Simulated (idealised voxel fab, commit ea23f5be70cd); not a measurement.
Module name: voxel ribs on slabs (process module)
Square cell edge 5 nm, section width 240 nm, ID cut.
Cross-section layout: square cells on a grid; listed as bands, top to bottom; a band spans one or more cell rows.
Basically the band line says how high the top is and how high the bottom is, in nm, and then what's in it from left to right, every material with its width in nm. Empty space shows up as "blank", and if a single material carries "all across" it runs the full band edge to edge.
Height 0 is the level under which the wafer as received is all one material. The lowest band goes on downwards, as in "0 down".
Graded width ("30->40"): value in top row of band = first number; value in bottom row = second number; row-to-row change constant.
The designation "identical to before", where it is given for a processing step, indicates that no cell of the cross-section was altered in the course of that step.
"Voids, fully enclosed" specifies each empty space that is not open to the top and that occupies no fewer than 8 cells, using the form width x height at distance, the distance measured from the left edge and all three quantities in nm.
Anything after a step's settings on that line? It's the simulator's own note about the step.
On any step carrying a mask, the "overlay nm" setting, if present on the step's line, tells how far right of its planned place the mask lay; negative values point to the left.

## The process steps that were planned are listed below
step 1: RECEIVE: material Si
step 2: DIRECTIONAL_DEP: material SiO2, thk nm 30
step 3: DIRECTIONAL_DEP: material SiN, thk nm 25
step 4: DIRECTIONAL_DEP: material aC, thk nm 10
step 5: PATTERN: tone cover, mask id RIB, material resist, width nm 25, thk nm 25, overlay nm 0
step 6: DIRECTIONAL_ETCH: etch materials aC, depth nm 10
step 7: STRIP: etch materials resist
step 8: DIRECTIONAL_ETCH: etch materials SiN, depth nm 10
step 9: STRIP: etch materials aC
step 10: PATTERN: tone cover, mask id SLAB, material resist, width nm 85, thk nm 20, overlay nm 0
step 11: DIRECTIONAL_ETCH: etch materials SiN, depth nm 15
step 12: STRIP: etch materials resist
step 13: FILL_DEP: material SiO2, thk nm 30
step 14: CMP: height nm 75
step 15: DIRECTIONAL_DEP: material W, thk nm 10
step 16: DIRECTIONAL_DEP: material aC, thk nm 15
step 17: PATTERN: tone cover, mask id HEATER, material resist, width nm 35, thk nm 35, overlay nm 0
step 18: DIRECTIONAL_ETCH: etch materials aC, depth nm 15
step 19: STRIP: etch materials resist
step 20: DIRECTIONAL_ETCH: etch materials W, depth nm 10
step 21: STRIP: etch materials aC
step 22: CONFORMAL_DEP: material SiN, thk nm 10

## This is the cross-section of the wafer as we received it, i.e. after step 1
	0 down: Si all across
	Voids, fully enclosed: none

## The first of two wafers, cross-sectioned at the end of the module, with the run proceeding as planned
	95 to 85: blank 90 nm, then SiN 55 nm, then blank 95 nm
	85 to 75: SiN 100 nm, then W 35 nm, then SiN 105 nm
	75 to 55: SiO2 all across
	55 to 45: SiO2 105 nm, then SiN 25 nm, then SiO2 110 nm
	45 to 30: SiO2 75 nm, then SiN 85 nm, then SiO2 80 nm
	30 to 0: SiO2 all across
	0 down: Si all across
	Voids, fully enclosed: none

## End of module, second wafer, cross-section. Started like the first, planned like the first, run with one mistake
	95 to 85: blank 95 nm, then SiN 45 nm, then blank 100 nm
	85 to 75: SiN 105 nm, then W 25 nm, then SiN 110 nm
	75 to 55: SiO2 all across
	55 to 45: SiO2 105 nm, then SiN 25 nm, then SiO2 110 nm
	45 to 30: SiO2 75 nm, then SiN 85 nm, then SiO2 80 nm
	30 to 0: SiO2 all across
	0 down: Si all across
	Voids, fully enclosed: none
Plan not followed: it should be noted that step 17 was executed with settings other than those planned, the operation and settings actually applied being PATTERN: tone cover, mask id HEATER, material resist, width nm 25, thk nm 35, overlay nm 0
Wrapping up, a cell-based count of both wafers puts the second over or under the first for these materials: -4 W
